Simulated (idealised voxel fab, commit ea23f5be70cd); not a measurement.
Presented below is a process module, voxel capacitor over wiring.
Pictured: cross-section cut, 210 nm wide, on a grid of 5 nm square cells.
Throughout this document, each cross-section is represented as a grid of square cells and is presented as a sequence of bands enumerated from the top downward, where a band comprises one or more rows of cells.
Quick guide to a band line: top height, bottom height (nm) up front; then every material left to right with its width in nm. Only one material and it's marked "throughout"? Then it fills the band edge to edge. And "air" just means empty space.
All heights in this document are referenced to 0, defined as the level beneath which the wafer, as received, consists entirely of one material. The lowest band is not bounded below; it extends indefinitely downward and is written in the form "0 nm and below".
Read "30..40" as a graded width: first number on top, second number at the bottom, same change between each pair of neighbouring rows.
No cell of the cross-section changed in a step that is given as "same as before".
The entry "Voids, sealed" lists the empty spaces that cover at least 8 cells and have no open path to the top. Each is written as width x height at distance, where the distance is measured from the left edge and all three values are in nm.
It should be noted that, on the line of a given step, the content following the step's settings is a remark produced by the simulator itself with respect to that step.
"overlay nm" answers the question of how far to the right of plan the mask lay on a step that has a mask, and when it is negative the answer is to the left.

[Intended process steps]
1 RECEIVE with material Si
2 CONFORMAL_DEP with material SiO2, thk nm 10
3 CONFORMAL_DEP with material SiCN, thk nm 5
4 DIRECTIONAL_DEP with material SiO2, thk nm 15
5 PATTERN with tone open, mask id METAL_1, material resist, width nm 30, pitch nm 95, thk nm 20, overlay nm 0
6 DIRECTIONAL_ETCH with etch materials SiO2, depth nm 15
7 DIRECTIONAL_ETCH with etch materials SiCN, depth nm 5
8 STRIP with etch materials resist
9 CONFORMAL_DEP with material TiN, thk nm 5
10 FILL_DEP with material Cu, thk nm 5
11 CMP with height nm 30
12 CONFORMAL_DEP with material SiCN, thk nm 5
13 DIRECTIONAL_DEP with material lowk, thk nm 20
14 PATTERN with tone open, mask id PLUG_1, material resist, width nm 15, thk nm 15, overlay nm 0
15 DIRECTIONAL_ETCH with etch materials lowk, depth nm 20
16 DIRECTIONAL_ETCH with etch materials SiCN, depth nm 5
17 STRIP with etch materials resist
18 EPI with material Ru, thk nm 10
19 EPI with material Ru, thk nm 10
20 EPI with material Ru, thk nm 5
21 DIRECTIONAL_DEP with material TiN, thk nm 5
22 DIRECTIONAL_DEP with material HfO2, thk nm 5
23 DIRECTIONAL_DEP with material TiN, thk nm 5
24 MASKED_ETCH with tone cover, mask id UPPER_PLATE, width nm 70, etch materials TiN, depth nm 5, overlay nm 0
25 MASKED_ETCH with tone cover, mask id UPPER_PLATE, width nm 70, etch materials HfO2, depth nm 5, overlay nm 0
26 MASKED_ETCH with tone cover, mask id LOWER_PLATE, width nm 80, etch materials TiN, depth nm 5, overlay nm 0
27 FILL_DEP with material SiO2, thk nm 15
28 CMP with height nm 80
29 DIRECTIONAL_DEP with material aC, thk nm 15
30 PATTERN with tone open, mask id PLUG_2, material resist, width nm 15, thk nm 30, overlay nm 0
31 DIRECTIONAL_ETCH with etch materials aC, depth nm 15
32 STRIP with etch materials resist
33 DIRECTIONAL_ETCH with etch materials SiO2, depth nm 10
34 STRIP with etch materials aC
35 CONFORMAL_DEP with material TiN, thk nm 5
36 FILL_DEP with material W, thk nm 5
37 CMP with height nm 80
38 CONFORMAL_DEP with material SiN, thk nm 5

[Incoming wafer in cross-section (state: after step 1)]
    0 nm and below = Si throughout
    Voids, sealed: none

[Module complete - cross-section of the first of two wafers, run according to plan]
    85 nm to 80 nm = SiN throughout
    80 nm to 75 nm = 65 SiO2; 5 TiN; 5 W; 5 TiN; 130 SiO2
    75 nm to 65 nm = 65..55 SiO2; 15..70 TiN; 130..85 SiO2
    65 nm to 60 nm = 55 SiO2; 70 HfO2; 85 SiO2
    60 nm to 55 nm = 50 SiO2; 80 TiN; 80 SiO2
    55 nm to 35 nm = 55 lowk; 15 Ru; 140 lowk
    35 nm to 30 nm = 55 SiCN; 15 Ru; 140 SiCN
    30 nm to 15 nm = 40 SiO2; 5 TiN; 20 Cu; 5 TiN; 65 SiO2; 5 TiN; 20 Cu; 5 TiN; 45 SiO2
    15 nm to 10 nm = 40 SiCN; 30 TiN; 65 SiCN; 30 TiN; 45 SiCN
    10 nm to 0 nm = SiO2 throughout
    0 nm and below = Si throughout
    Voids, sealed: none

[This cross-section belongs to the second wafer of two at the end of the module; the start and the plan were shared with the first, and the run included one mistake]
    85 nm to 80 nm = SiN throughout
    80 nm to 75 nm = 65 SiO2; 5 TiN; 5 W; 5 TiN; 130 SiO2
    75 nm to 65 nm = 65..55 SiO2; 15..70 TiN; 130..85 SiO2
    65 nm to 60 nm = 55 SiO2; 70 HfO2; 85 SiO2
    60 nm to 55 nm = 50 SiO2; 80 TiN; 80 SiO2
    55 nm to 35 nm = 55 lowk; 15 Ru; 140 lowk
    35 nm to 30 nm = 55 SiCN; 15 Ru; 140 SiCN
    30 nm to 15 nm = 35 SiO2; 5 TiN; 20 Cu; 5 TiN; 65 SiO2; 5 TiN; 20 Cu; 5 TiN; 50 SiO2
    15 nm to 10 nm = 35 SiCN; 30 TiN; 65 SiCN; 30 TiN; 50 SiCN
    10 nm to 0 nm = SiO2 throughout
    0 nm and below = Si throughout
    Voids, sealed: none
Misprocessing identified: step 5 off recipe, ran as PATTERN with tone open, mask id METAL_1, material resist, width nm 30, pitch nm 95, thk nm 20, overlay nm -5
Tallied in cells, the final second wafer holds each material in the same quantity as the first, although not at the same places.
